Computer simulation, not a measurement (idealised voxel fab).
process module | voxel capacitor over wiring
cross-section cut | 300 nm wide | cells 5 nm
A cross-section is a grid of square cells, given in bands from the top down. A band is one or more rows of cells.
Each band's line starts with the height of the band's top and of its bottom, in nm. Then come its materials from left to right, each with its width in nm. One material with "throughout" fills the band from edge to edge. "air" is empty space.
Height 0 is the level under which the wafer as received is all one material. The lowest band goes on downwards, as in "0 down".
A width such as "30 to 40" changes by the same amount from each row of cells to the next, from the band's top row to its bottom row.
"no change" after a step means that no cell of the cross-section changed.
closed voids: empty space of 8 cells or more with no open way to the top, each as width x height at its distance from the left edge, in nm
after a step's settings: what the simulator itself notes on the step
overlay nm, on a step with a mask: how far to the right of its planned place the mask lay; to the left if negative
plan
1 op RECEIVE | material Si
2 op CONFORMAL_DEP | material SiO2 | thk nm 10
3 op CONFORMAL_DEP | material SiN | thk nm 5
4 op DIRECTIONAL_DEP | material SiO2 | thk nm 25
5 op DIRECTIONAL_DEP | material aC | thk nm 10
6 op PATTERN | tone open | mask id METAL_1 | material resist | width nm 30 | pitch nm 85 | thk nm 30 | overlay nm 0
7 op DIRECTIONAL_ETCH | etch materials aC | depth nm 10
8 op STRIP | etch materials resist
9 op DIRECTIONAL_ETCH | etch materials SiO2 | depth nm 25
10 op DIRECTIONAL_ETCH | etch materials SiN | depth nm 5
11 op STRIP | etch materials aC
12 op CONFORMAL_DEP | material TiN | thk nm 5
13 op FILL_DEP | material Cu | thk nm 10
14 op CMP | height nm 40
15 op CONFORMAL_DEP | material SiCN | thk nm 5
16 op DIRECTIONAL_DEP | material lowk | thk nm 20
17 op MASKED_ETCH | tone open | mask id PLUG_1 | width nm 15 | etch materials lowk | depth nm 20 | overlay nm 0
18 op MASKED_ETCH | tone open | mask id PLUG_1 | width nm 15 | etch materials SiCN | depth nm 5 | overlay nm 0
19 op EPI | material Ru | thk nm 10
20 op EPI | material Ru | thk nm 10
21 op EPI | material Ru | thk nm 5
22 op DIRECTIONAL_DEP | material TiN | thk nm 10
23 op DIRECTIONAL_DEP | material SiN | thk nm 5
24 op DIRECTIONAL_DEP | material TiN | thk nm 5
25 op MASKED_ETCH | tone cover | mask id UPPER_PLATE | width nm 60 | etch materials TiN | depth nm 5 | overlay nm 0
26 op MASKED_ETCH | tone cover | mask id UPPER_PLATE | width nm 60 | etch materials SiN | depth nm 5 | overlay nm 0
27 op PATTERN | tone cover | mask id LOWER_PLATE | material resist | width nm 60 | thk nm 15 | overlay nm 0
28 op DIRECTIONAL_ETCH | etch materials TiN | depth nm 10
29 op STRIP | etch materials resist
30 op FILL_DEP | material SiO2 | thk nm 15
31 op CMP | height nm 95
32 op MASKED_ETCH | tone open | mask id PLUG_2 | width nm 15 | etch materials SiO2 | depth nm 10 | overlay nm 0
33 op CONFORMAL_DEP | material TiN | thk nm 5
34 op FILL_DEP | material W | thk nm 5
35 op CMP | height nm 95
36 op CONFORMAL_DEP | material SiCN | thk nm 5
varied across the wafers: width nm of step 27. The plan shows the first wafer's value. All wafers start alike
first wafer as received, after step 1
  0 down: Si throughout
  closed voids: none
first wafer at the end, after step 36
  100 to 95: SiCN throughout
  95 to 90: SiO2 115 | TiN 5 | W 5 | TiN 5 | SiO2 170
  90 to 80: SiO2 115 to 105 | TiN 15 to 60 | SiO2 170 to 135
  80 to 75: SiO2 105 | SiN 60 | SiO2 135
  75 to 65: SiO2 105 | TiN 60 | SiO2 135
  65 to 45: lowk 105 | Ru 15 | lowk 180
  45 to 40: SiCN 105 | Ru 15 | SiCN 180
  40 to 15: SiO2 90 | TiN 5 | Cu 20 | TiN 5 | SiO2 55 | TiN 5 | Cu 20 | TiN 5 | SiO2 95
  15 to 10: SiN 90 | TiN 30 | SiN 55 | TiN 30 | SiN 95
  10 to 0: SiO2 throughout
  0 down: Si throughout
  closed voids: none
last wafer at the end
  100 to 95: SiCN throughout
  95 to 90: SiO2 115 | TiN 5 | W 5 | TiN 5 | SiO2 170
  90 to 80: SiO2 115 to 105 | TiN 15 to 60 | SiO2 170 to 135
  80 to 75: SiO2 105 | SiN 60 | SiO2 135
  75 to 65: SiO2 95 | TiN 85 | SiO2 120
  65 to 45: lowk 105 | Ru 15 | lowk 180
  45 to 40: SiCN 105 | Ru 15 | SiCN 180
  40 to 15: SiO2 90 | TiN 5 | Cu 20 | TiN 5 | SiO2 55 | TiN 5 | Cu 20 | TiN 5 | SiO2 95
  15 to 10: SiN 90 | TiN 30 | SiN 55 | TiN 30 | SiN 95
  10 to 0: SiO2 throughout
  0 down: Si throughout
  closed voids: none
each wafer at the end: cells of each material gained (+) or lost (-) since it was received, then its closed voids
width nm 60 | +40 Cu | +15 Ru | +117 SiCN | +60 SiN | +666 SiO2 | +73 TiN | +1 W | +228 lowk | closed voids: none
width nm 65 | +40 Cu | +15 Ru | +117 SiCN | +60 SiN | +664 SiO2 | +75 TiN | +1 W | +228 lowk | closed voids: none
width nm 70 | +40 Cu | +15 Ru | +117 SiCN | +60 SiN | +662 SiO2 | +77 TiN | +1 W | +228 lowk | closed voids: none
width nm 75 | +40 Cu | +15 Ru | +117 SiCN | +60 SiN | +660 SiO2 | +79 TiN | +1 W | +228 lowk | closed voids: none
width nm 80 | +40 Cu | +15 Ru | +117 SiCN | +60 SiN | +658 SiO2 | +81 TiN | +1 W | +228 lowk | closed voids: none
width nm 85 | +40 Cu | +15 Ru | +117 SiCN | +60 SiN | +656 SiO2 | +83 TiN | +1 W | +228 lowk | closed voids: none
